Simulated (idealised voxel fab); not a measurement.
process module | voxel trench capacitor
cross-section cut | 185 nm wide | cells 5 nm
A cross-section is a grid of square cells, given in bands from the top down. A band is one or more rows of cells.
Each band's line starts with the height of the band's top and of its bottom, in nm. Then come its materials from left to right, each with its width in nm. One material with "throughout" fills the band from edge to edge. "air" is empty space.
Height 0 is the level under which the wafer as received is all one material. The lowest band goes on downwards, as in "0 down".
A width such as "30 to 40" changes by the same amount from each row of cells to the next, from the band's top row to its bottom row.
"no change" after a step means that no cell of the cross-section changed.
closed voids: empty space of 8 cells or more with no open way to the top, each as width x height at its distance from the left edge, in nm
after a step's settings: what the simulator itself notes on the step
overlay nm, on a step with a mask: how far to the right of its planned place the mask lay; to the left if negative
plan
1 op RECEIVE | material Si
2 op CONFORMAL_DEP | material SiN | thk nm 5
3 op DIRECTIONAL_DEP | material aC | thk nm 15
4 op PATTERN | tone open | mask id TRENCH | material resist | width nm 25 | pitch nm 40 | thk nm 35 | overlay nm 0
5 op DIRECTIONAL_ETCH | etch materials aC | depth nm 15
6 op STRIP | etch materials resist
7 op DIRECTIONAL_ETCH | etch materials SiN | depth nm 5
8 op DIRECTIONAL_ETCH | etch materials Si | depth nm 30
9 op STRIP | etch materials aC
10 op CONFORMAL_DEP | material HfO2 | thk nm 5
11 op CONFORMAL_DEP | material TiN | thk nm 5
12 op FILL_DEP | material W | thk nm 10
13 op CMP | height nm 5
as received, after step 1
  0 down: Si throughout
  closed voids: none
first wafer at the end, as planned
  5 to 0: SiN 40 | HfO2 5 | TiN 5 | W 5 | TiN 5 | HfO2 5 | SiN 15 | HfO2 5 | TiN 5 | W 5 | TiN 5 | HfO2 5 | SiN 15 | HfO2 5 | TiN 5 | W 5 | TiN 5 | HfO2 5 | SiN 40
  0 to -20: Si 40 | HfO2 5 | TiN 5 | W 5 | TiN 5 | HfO2 5 | Si 15 | HfO2 5 | TiN 5 | W 5 | TiN 5 | HfO2 5 | Si 15 | HfO2 5 | TiN 5 | W 5 | TiN 5 | HfO2 5 | Si 40
  -20 to -25: Si 40 | HfO2 5 | TiN 15 | HfO2 5 | Si 15 | HfO2 5 | TiN 15 | HfO2 5 | Si 15 | HfO2 5 | TiN 15 | HfO2 5 | Si 40
  -25 to -30: Si 40 | HfO2 25 | Si 15 | HfO2 25 | Si 15 | HfO2 25 | Si 40
  -30 down: Si throughout
  closed voids: none
second wafer at the end: like start, like plan, one mistake
  5 to 0: SiN 40 | TiN 5 | HfO2 5 | W 5 | HfO2 5 | TiN 5 | SiN 15 | TiN 5 | HfO2 5 | W 5 | HfO2 5 | TiN 5 | SiN 15 | TiN 5 | HfO2 5 | W 5 | HfO2 5 | TiN 5 | SiN 40
  0 to -20: Si 40 | TiN 5 | HfO2 5 | W 5 | HfO2 5 | TiN 5 | Si 15 | TiN 5 | HfO2 5 | W 5 | HfO2 5 | TiN 5 | Si 15 | TiN 5 | HfO2 5 | W 5 | HfO2 5 | TiN 5 | Si 40
  -20 to -25: Si 40 | TiN 5 | HfO2 15 | TiN 5 | Si 15 | TiN 5 | HfO2 15 | TiN 5 | Si 15 | TiN 5 | HfO2 15 | TiN 5 | Si 40
  -25 to -30: Si 40 | TiN 25 | Si 15 | TiN 25 | Si 15 | TiN 25 | Si 40
  -30 down: Si throughout
  closed voids: none
what went wrong: steps 10 and 11 were swapped
at the end the second wafer has, in cells: 12 fewer of HfO2 | 12 more of TiN
